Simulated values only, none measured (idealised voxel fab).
The following is a process module called voxel spacer lines.
The width of the displayed cross-section, cut, is 240 nm; its cells are square, with a size of 5 nm.
We lay out every cross-section as a grid of square cells and spell it out in bands from the top down, where one band means one or more rows of cells. In this notation a band is specified by the heights of its top and bottom, in that order and in nm, after which its materials appear from left to right, each paired with its width in nm. The word "all across" attached to a single material means that material fills the band from edge to edge; the word "blank" stands for empty space. Zero point of the height axis is 0; under it, received wafer = one material. Lowest band: continues down indefinitely, "0..down". Width "30..40": first value at the band's top row of cells, second value at its bottom row, equal change from row to row. Any step labelled "identical to before" changed none of the cells in the cross-section. Entry "Internal closed voids". Content: empty spaces with no open connection to the top, size 8 cells or greater. Each: width x height at distance. Distance: from left edge. Unit: nm. On a step's line, text after the settings is the simulator commenting on that step. The optional step-line setting "overlay nm" applies to steps with a mask and quantifies how far to the right of its planned location the mask lay, a negative value indicating leftward placement.
[Planned process steps]
1) op RECEIVE | material Si
2) op CONFORMAL_DEP | material Al2O3 | thk nm 5
3) op DIRECTIONAL_DEP | material polySi | thk nm 20
4) op DIRECTIONAL_DEP | material aC | thk nm 25
5) op PATTERN | tone cover | mask id MANDREL | material resist | width nm 15 | pitch nm 50 | thk nm 30 | overlay nm 0
6) op DIRECTIONAL_ETCH | etch materials aC | depth nm 25
7) op STRIP | etch materials resist
8) op CONFORMAL_DEP | material SiO2 | thk nm 10
9) op DIRECTIONAL_ETCH | etch materials SiO2 | depth nm 10
10) op STRIP | etch materials aC
11) op DIRECTIONAL_ETCH | etch materials polySi | depth nm 20
12) op STRIP | etch materials SiO2
13) op FILL_DEP | material SiO2 | thk nm 10
14) op CMP | height nm 25
[Cross-sectional view of the wafer in its as-received condition, corresponding to the state after step 1]
> 0..down = Si all across
> Internal closed voids: none
[Post-module cross-section of the first of two wafers (run per plan)]
> 25..5 = SiO2: 50  polySi: 10  SiO2: 15  polySi: 10  SiO2: 15  polySi: 10  SiO2: 15  polySi: 10  SiO2: 15  polySi: 10  SiO2: 15  polySi: 10  SiO2: 55
> 5..0 = Al2O3 all across
> 0..down = Si all across
> Internal closed voids: none
[This cross-section belongs to the second wafer of two at the end of the module; the start and the plan were shared with the first, and the run included one mistake]
> 25..5 = SiO2: 50  polySi: 10  SiO2: 20  polySi: 10  SiO2: 10  polySi: 10  SiO2: 20  polySi: 10  SiO2: 10  polySi: 10  SiO2: 20  polySi: 10  SiO2: 50
> 5..0 = Al2O3 all across
> 0..down = Si all across
> Internal closed voids: none
Which mistake was made when the wafer was run? step 5 deviated from plan and actually ran as op PATTERN | tone cover | mask id MANDREL | material resist | width nm 20 | pitch nm 50 | thk nm 30 | overlay nm 0
at the end the second wafer has, in cells: as many of each material as the first, in other places
